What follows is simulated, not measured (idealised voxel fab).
process module | voxel air gaps
cross-section cut | 210 nm wide | cells 5 nm
A cross-section is a grid of square cells, given in bands from the top down. A band is one or more rows of cells.
Each band's line starts with the height of the band's top and of its bottom, in nm. Then come its materials from left to right, each with its width in nm. One material with "throughout" fills the band from edge to edge. "air" is empty space.
Height 0 is the level under which the wafer as received is all one material. The lowest band goes on downwards, as in "0 down".
A width such as "30 to 40" changes by the same amount from each row of cells to the next, from the band's top row to its bottom row.
"no change" after a step means that no cell of the cross-section changed.
closed voids: empty space of 8 cells or more with no open way to the top, each as width x height at its distance from the left edge, in nm
after a step's settings: what the simulator itself notes on the step
overlay nm, on a step with a mask: how far to the right of its planned place the mask lay; to the left if negative
plan
1 op RECEIVE | material Si
2 op CONFORMAL_DEP | material SiO2 | thk nm 10
3 op CONFORMAL_DEP | material SiN | thk nm 5
4 op DIRECTIONAL_DEP | material lowk | thk nm 40
5 op PATTERN | tone open | mask id LINES | material resist | width nm 15 | pitch nm 40 | thk nm 15 | overlay nm 0
6 op DIRECTIONAL_ETCH | etch materials lowk | depth nm 40
7 op STRIP | etch materials resist
8 op CONFORMAL_DEP | material TiN | thk nm 5
9 op FILL_DEP | material Ru | thk nm 10
10 op CMP | height nm 55
11 op EPI | material Ru | thk nm 10
12 op SELECTIVE_ETCH | etch materials lowk | depth nm 50
13 op CONFORMAL_DEP | material SiCN | thk nm 5
as received, after step 1
  0 down: Si throughout
  closed voids: none
first wafer at the end, as planned
  70 to 65: air 40 | SiCN 125 | air 45
  65 to 55: air 40 | SiCN 5 | Ru 35 | SiCN 5 | Ru 35 | SiCN 5 | Ru 35 | SiCN 5 | air 45
  55 to 50: air 40 | SiCN 15 | TiN 5 | Ru 5 | TiN 5 | SiCN 25 | TiN 5 | Ru 5 | TiN 5 | SiCN 25 | TiN 5 | Ru 5 | TiN 5 | SiCN 15 | air 45
  50 to 20: air 50 | SiCN 5 | TiN 5 | Ru 5 | TiN 5 | SiCN 5 | air 15 | SiCN 5 | TiN 5 | Ru 5 | TiN 5 | SiCN 5 | air 15 | SiCN 5 | TiN 5 | Ru 5 | TiN 5 | SiCN 5 | air 55
  20 to 15: SiCN 55 | TiN 15 | SiCN 25 | TiN 15 | SiCN 25 | TiN 15 | SiCN 60
  15 to 10: SiN throughout
  10 to 0: SiO2 throughout
  0 down: Si throughout
  closed voids: 15 x 30 at 75; 15 x 30 at 115
second wafer at the end: like start, like plan, one mistake
  80 to 75: air 30 | SiCN 145 | air 35
  75 to 55: air 30 | SiCN 5 | Ru 135 | SiCN 5 | air 35
  55 to 50: air 30 | SiCN 25 | TiN 5 | Ru 5 | TiN 5 | lowk 25 | TiN 5 | Ru 5 | TiN 5 | lowk 25 | TiN 5 | Ru 5 | TiN 5 | SiCN 25 | air 35
  50 to 20: air 50 | SiCN 5 | TiN 5 | Ru 5 | TiN 5 | lowk 25 | TiN 5 | Ru 5 | TiN 5 | lowk 25 | TiN 5 | Ru 5 | TiN 5 | SiCN 5 | air 55
  20 to 15: SiCN 55 | TiN 15 | lowk 25 | TiN 15 | lowk 25 | TiN 15 | SiCN 60
  15 to 10: SiN throughout
  10 to 0: SiO2 throughout
  0 down: Si throughout
  closed voids: none
what went wrong: step 11 was run twice
at the end the second wafer has, in cells: 66 more of Ru | 36 fewer of SiCN | 80 more of lowk
closed voids at the end (first wafer, second wafer): 2, 0
